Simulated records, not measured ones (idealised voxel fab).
Documented hereafter: the process module known as voxel wiring stack.
205 nm wide, 5 nm square cells: that's cross-section cut.
Cross-sections here: square-cell grids, written as top-down lists of bands, a band being one or more rows of cells.
Quick guide to a band line: top height, bottom height (nm) up front; then every material left to right with its width in nm. Only one material and it's marked "all across"? Then it fills the band edge to edge. And "blank" just means empty space.
We count height from 0. Below that, the starting wafer is all one material. The lowest band never ends at the bottom but goes on down; see "z 0 and below" for how that is written.
Width: "30..40" (first number = top row, second number = bottom row, same change from row to row of cells).
Where the words "stayed the same" appear for a step, the cross-section shows no cell changed by that step; every cell remained as before.
"Enclosed void entries": empty spaces of 8 cells or more with no open way to the top, each given as width x height at distance, distance from the left edge, all in nm.
after a step's settings: what the simulator itself notes on the step
overlay nm, on a step with a mask: how far to the right of its planned place the mask lay; to the left if negative

Listed below are the process steps as planned:
1: RECEIVE,material Si
2: CONFORMAL_DEP,material SiO2,thk nm 10
3: DIRECTIONAL_DEP,material TiN,thk nm 5
4: DIRECTIONAL_DEP,material Ru,thk nm 25
5: PATTERN,tone cover,mask id METAL_1,material resist,width nm 30,pitch nm 50,thk nm 20,overlay nm 0
6: DIRECTIONAL_ETCH,etch materials Ru,depth nm 25
7: DIRECTIONAL_ETCH,etch materials TiN,depth nm 5
8: STRIP,etch materials resist
9: FILL_DEP,material SiO2,thk nm 10
10: CMP,height nm 40
11: CONFORMAL_DEP,material SiCN,thk nm 5
12: DIRECTIONAL_DEP,material SiO2,thk nm 15
13: MASKED_ETCH,tone open,mask id PLUG_1,width nm 15,pitch nm 50,etch materials SiO2,depth nm 15,overlay nm 0
14: MASKED_ETCH,tone open,mask id PLUG_1,width nm 15,pitch nm 50,etch materials SiCN,depth nm 5,overlay nm 0
15: CONFORMAL_DEP,material TiN,thk nm 5
16: FILL_DEP,material Cu,thk nm 5
17: CMP,height nm 60
18: CONFORMAL_DEP,material SiN,thk nm 5
19: DIRECTIONAL_DEP,material SiO2,thk nm 25
20: DIRECTIONAL_DEP,material aC,thk nm 10
21: PATTERN,tone open,mask id METAL_2,material resist,width nm 30,pitch nm 50,thk nm 25,overlay nm 0
22: DIRECTIONAL_ETCH,etch materials aC,depth nm 10
23: STRIP,etch materials resist
24: DIRECTIONAL_ETCH,etch materials SiO2,depth nm 25
25: DIRECTIONAL_ETCH,etch materials SiN,depth nm 5
26: STRIP,etch materials aC
27: CONFORMAL_DEP,material TiN,thk nm 5
28: FILL_DEP,material Cu,thk nm 5
29: CMP,height nm 90
30: CONFORMAL_DEP,material SiCN,thk nm 5

The first of a set of two wafers, run to plan:

As-received state of the wafer in cross-section, equivalent to post-step 1:
- z 0 and below = Si all across
- Enclosed void entries: none

You're looking at a cross-section of the wafer after step 2:
- z 10 to 0 = SiO2 all across
- Anything lower than 0 is untouched.

You're looking at a cross-section of the wafer after step 3:
- z 15 to 10 = TiN all across
- Anything lower than 10 is untouched.

You're looking at a cross-section of the wafer after step 4:
- z 40 to 15 = Ru all across
- Anything lower than 15 is untouched.

You're looking at a cross-section of the wafer after step 5:
- z 60 to 40 = 35 of blank, 30 of resist, 20 of blank, 30 of resist, 20 of blank, 30 of resist, 40 of blank
- Anything lower than 40 is untouched.

You're looking at a cross-section of the wafer after step 6:
- z 60 to 40 = 35 of blank, 30 of resist, 20 of blank, 30 of resist, 20 of blank, 30 of resist, 40 of blank
- z 40 to 15 = 35 of blank, 30 of Ru, 20 of blank, 30 of Ru, 20 of blank, 30 of Ru, 40 of blank
- Anything lower than 15 is untouched.

You're looking at a cross-section of the wafer after step 7:
- z 60 to 40 = 35 of blank, 30 of resist, 20 of blank, 30 of resist, 20 of blank, 30 of resist, 40 of blank
- z 40 to 15 = 35 of blank, 30 of Ru, 20 of blank, 30 of Ru, 20 of blank, 30 of Ru, 40 of blank
- z 15 to 10 = 35 of blank, 30 of TiN, 20 of blank, 30 of TiN, 20 of blank, 30 of TiN, 40 of blank
- Anything lower than 10 is untouched.

You're looking at a cross-section of the wafer after step 8:
- z 40 to 15 = 35 of blank, 30 of Ru, 20 of blank, 30 of Ru, 20 of blank, 30 of Ru, 40 of blank
- Anything lower than 15 is untouched.

You're looking at a cross-section of the wafer after step 9:
- z 50 to 40 = SiO2 all across
- z 40 to 15 = 35 of SiO2, 30 of Ru, 20 of SiO2, 30 of Ru, 20 of SiO2, 30 of Ru, 40 of SiO2
- z 15 to 10 = 35 of SiO2, 30 of TiN, 20 of SiO2, 30 of TiN, 20 of SiO2, 30 of TiN, 40 of SiO2
- Anything lower than 10 is untouched.

You're looking at a cross-section of the wafer after step 10:
- z 40 to 15 = 35 of SiO2, 30 of Ru, 20 of SiO2, 30 of Ru, 20 of SiO2, 30 of Ru, 40 of SiO2
- Anything lower than 15 is untouched.

You're looking at a cross-section of the wafer after step 11:
- z 45 to 40 = SiCN all across
- Anything lower than 40 is untouched.

You're looking at a cross-section of the wafer after step 12:
- z 60 to 45 = SiO2 all across
- Anything lower than 45 is untouched.

You're looking at a cross-section of the wafer after step 13:
- z 60 to 45 = 35 of SiO2, 15 of blank, 35 of SiO2, 15 of blank, 35 of SiO2, 15 of blank, 55 of SiO2
- Anything lower than 45 is untouched.

You're looking at a cross-section of the wafer after step 14:
- z 60 to 45 = 35 of SiO2, 15 of blank, 35 of SiO2, 15 of blank, 35 of SiO2, 15 of blank, 55 of SiO2
- z 45 to 40 = 35 of SiCN, 15 of blank, 35 of SiCN, 15 of blank, 35 of SiCN, 15 of blank, 55 of SiCN
- Anything lower than 40 is untouched.

You're looking at a cross-section of the wafer after step 15:
- z 65 to 60 = 40 of TiN, 5 of blank, 45 of TiN, 5 of blank, 45 of TiN, 5 of blank, 60 of TiN
- z 60 to 45 = 35 of SiO2, 5 of TiN, 5 of blank, 5 of TiN, 35 of SiO2, 5 of TiN, 5 of blank, 5 of TiN, 35 of SiO2, 5 of TiN, 5 of blank, 5 of TiN, 55 of SiO2
- z 45 to 40 = 35 of SiCN, 15 of TiN, 35 of SiCN, 15 of TiN, 35 of SiCN, 15 of TiN, 55 of SiCN
- Anything lower than 40 is untouched.

You're looking at a cross-section of the wafer after step 16:
- z 70 to 65 = Cu all across
- z 65 to 60 = 40 of TiN, 5 of Cu, 45 of TiN, 5 of Cu, 45 of TiN, 5 of Cu, 60 of TiN
- z 60 to 45 = 35 of SiO2, 5 of TiN, 5 of Cu, 5 of TiN, 35 of SiO2, 5 of TiN, 5 of Cu, 5 of TiN, 35 of SiO2, 5 of TiN, 5 of Cu, 5 of TiN, 55 of SiO2
- Anything lower than 45 is untouched.

You're looking at a cross-section of the wafer after step 17:
- z 60 to 45 = 35 of SiO2, 5 of TiN, 5 of Cu, 5 of TiN, 35 of SiO2, 5 of TiN, 5 of Cu, 5 of TiN, 35 of SiO2, 5 of TiN, 5 of Cu, 5 of TiN, 55 of SiO2
- Anything lower than 45 is untouched.

You're looking at a cross-section of the wafer after step 18:
- z 65 to 60 = SiN all across
- Anything lower than 60 is untouched.

You're looking at a cross-section of the wafer after step 19:
- z 90 to 65 = SiO2 all across
- Anything lower than 65 is untouched.

You're looking at a cross-section of the wafer after step 20:
- z 100 to 90 = aC all across
- Anything lower than 90 is untouched.

You're looking at a cross-section of the wafer after step 21:
- z 125 to 100 = 35 of resist, 30 of blank, 20 of resist, 30 of blank, 20 of resist, 30 of blank, 40 of resist
- Anything lower than 100 is untouched.

You're looking at a cross-section of the wafer after step 22:
- z 115 to 100 = 35 of resist, 30 of blank, 20 of resist, 30 of blank, 20 of resist, 30 of blank, 40 of resist
- z 100 to 90 = 35 of aC, 30 of blank, 20 of aC, 30 of blank, 20 of aC, 30 of blank, 40 of aC
- Anything lower than 90 is untouched.

You're looking at a cross-section of the wafer after step 23:
- z 100 to 90 = 35 of aC, 30 of blank, 20 of aC, 30 of blank, 20 of aC, 30 of blank, 40 of aC
- Anything lower than 90 is untouched.

You're looking at a cross-section of the wafer after step 24:
- z 100 to 90 = 35 of aC, 30 of blank, 20 of aC, 30 of blank, 20 of aC, 30 of blank, 40 of aC
- z 90 to 65 = 35 of SiO2, 30 of blank, 20 of SiO2, 30 of blank, 20 of SiO2, 30 of blank, 40 of SiO2
- Anything lower than 65 is untouched.

You're looking at a cross-section of the wafer after step 25:
- z 100 to 90 = 35 of aC, 30 of blank, 20 of aC, 30 of blank, 20 of aC, 30 of blank, 40 of aC
- z 90 to 65 = 35 of SiO2, 30 of blank, 20 of SiO2, 30 of blank, 20 of SiO2, 30 of blank, 40 of SiO2
- z 65 to 60 = 35 of SiN, 30 of blank, 20 of SiN, 30 of blank, 20 of SiN, 30 of blank, 40 of SiN
- Anything lower than 60 is untouched.

You're looking at a cross-section of the wafer after step 26:
- z 90 to 65 = 35 of SiO2, 30 of blank, 20 of SiO2, 30 of blank, 20 of SiO2, 30 of blank, 40 of SiO2
- Anything lower than 65 is untouched.

You're looking at a cross-section of the wafer after step 27:
- z 95 to 90 = 40 of TiN, 20 of blank, 30 of TiN, 20 of blank, 30 of TiN, 20 of blank, 45 of TiN
- z 90 to 65 = 35 of SiO2, 5 of TiN, 20 of blank, 5 of TiN, 20 of SiO2, 5 of TiN, 20 of blank, 5 of TiN, 20 of SiO2, 5 of TiN, 20 of blank, 5 of TiN, 40 of SiO2
- z 65 to 60 = 35 of SiN, 30 of TiN, 20 of SiN, 30 of TiN, 20 of SiN, 30 of TiN, 40 of SiN
- Anything lower than 60 is untouched.

You're looking at a cross-section of the wafer after step 28:
- z 100 to 95 = Cu all across
- z 95 to 90 = 40 of TiN, 20 of Cu, 30 of TiN, 20 of Cu, 30 of TiN, 20 of Cu, 45 of TiN
- z 90 to 65 = 35 of SiO2, 5 of TiN, 20 of Cu, 5 of TiN, 20 of SiO2, 5 of TiN, 20 of Cu, 5 of TiN, 20 of SiO2, 5 of TiN, 20 of Cu, 5 of TiN, 40 of SiO2
- Anything lower than 65 is untouched.

You're looking at a cross-section of the wafer after step 29:
- z 90 to 65 = 35 of SiO2, 5 of TiN, 20 of Cu, 5 of TiN, 20 of SiO2, 5 of TiN, 20 of Cu, 5 of TiN, 20 of SiO2, 5 of TiN, 20 of Cu, 5 of TiN, 40 of SiO2
- Anything lower than 65 is untouched.

You're looking at a cross-section of the wafer after step 30:
- z 95 to 90 = SiCN all across
- Anything lower than 90 is untouched.

Wafer two. Identical start, identical plan. One mistake in execution. Identical history through step 27:

Planned end of step 28: second wafer, cross-section:
- z 100 to 95 = aC all across
- z 95 to 90 = 40 of TiN, 20 of aC, 30 of TiN, 20 of aC, 30 of TiN, 20 of aC, 45 of TiN
- z 90 to 65 = 35 of SiO2, 5 of TiN, 20 of aC, 5 of TiN, 20 of SiO2, 5 of TiN, 20 of aC, 5 of TiN, 20 of SiO2, 5 of TiN, 20 of aC, 5 of TiN, 40 of SiO2
- Anything lower than 65 is untouched.

Planned end of step 29: second wafer, cross-section:
- z 90 to 65 = 35 of SiO2, 5 of TiN, 20 of aC, 5 of TiN, 20 of SiO2, 5 of TiN, 20 of aC, 5 of TiN, 20 of SiO2, 5 of TiN, 20 of aC, 5 of TiN, 40 of SiO2
- Anything lower than 65 is untouched.

Planned end of step 30: second wafer, cross-section:
- z 95 to 90 = SiCN all across
- Anything lower than 90 is untouched.
Want to know what went wrong? off-plan run, step 28, actual operation and settings FILL_DEP,material aC,thk nm 5
Final comparison by cell count, materials where the second wafer has more or fewer than the first: 60 fewer of Cu; 60 more of aC
